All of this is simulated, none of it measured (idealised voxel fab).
Name of the process module below: voxel released beams
It is cross-section cut that appears here, measuring 285 nm in width, its square cells being 5 nm in size.
Format of a cross-section: grid, square cells. Given as bands. Order: top down. Band: one or more rows of cells. Per band: top height and bottom height in nm, followed by the left-to-right materials and their widths in nm; "all across" marks a single material spanning edge to edge, "air" marks empty space. We count height from 0. Below that, the starting wafer is all one material. The lowest band never ends at the bottom but goes on down; see "0 nm and below" for how that is written. Quick explanation for "30..40": the width changes in equal steps down the rows of cells, from the first number in the band's top row to the second number in its bottom row. Basically "no modifications" means that step didn't change any cell in the cross-section. Any empty space of 8 cells or more lacking an open way to the top shows up in "Completely sealed voids" as width x height at distance, distance from the left edge, in nm. after a step's settings: what the simulator itself notes on the step. overlay nm: for a step with a mask, the amount by which the mask lay right of where it was planned; a negative amount means left of it.
The planned process steps are enumerated hereunder
1) RECEIVE with material Si
2) CONFORMAL_DEP with material Al2O3, thk nm 5
3) DIRECTIONAL_DEP with material SiO2, thk nm 20
4) PATTERN with tone open, mask id ANCHOR, material resist, width nm 35, thk nm 20, overlay nm 0
5) DIRECTIONAL_ETCH with etch materials SiO2, depth nm 20
6) STRIP with etch materials resist
7) CONFORMAL_DEP with material SiN, thk nm 15
8) MASKED_ETCH with tone cover, mask id BEAM, width nm 85, etch materials SiN, depth nm 15, overlay nm 0
9) STRIP with etch materials SiO2
As-received state of the wafer in cross-section, equivalent to post-step 1
> 0 nm and below: Si all across
> Completely sealed voids: none
The following cross-section depicts the wafer upon conclusion of the module. Processing commenced from the starting condition illustrated above and adhered to the plan illustrated above, save for one mistake in execution
> 40 nm to 25 nm: air=100, SiN=15, air=5, SiN=55, air=110
> 25 nm to 20 nm: air=100, SiN=15, air=5, SiN=15, air=150
> 20 nm to 5 nm: air=100, SiN=35, air=150
> 5 nm to 0 nm: Al2O3 all across
> 0 nm and below: Si all across
> Completely sealed voids: none
Deviation from plan: for step 8, the planned setting was not used; the step was instead run as MASKED_ETCH with tone cover, mask id BEAM, width nm 75, etch materials SiN, depth nm 15, overlay nm 0
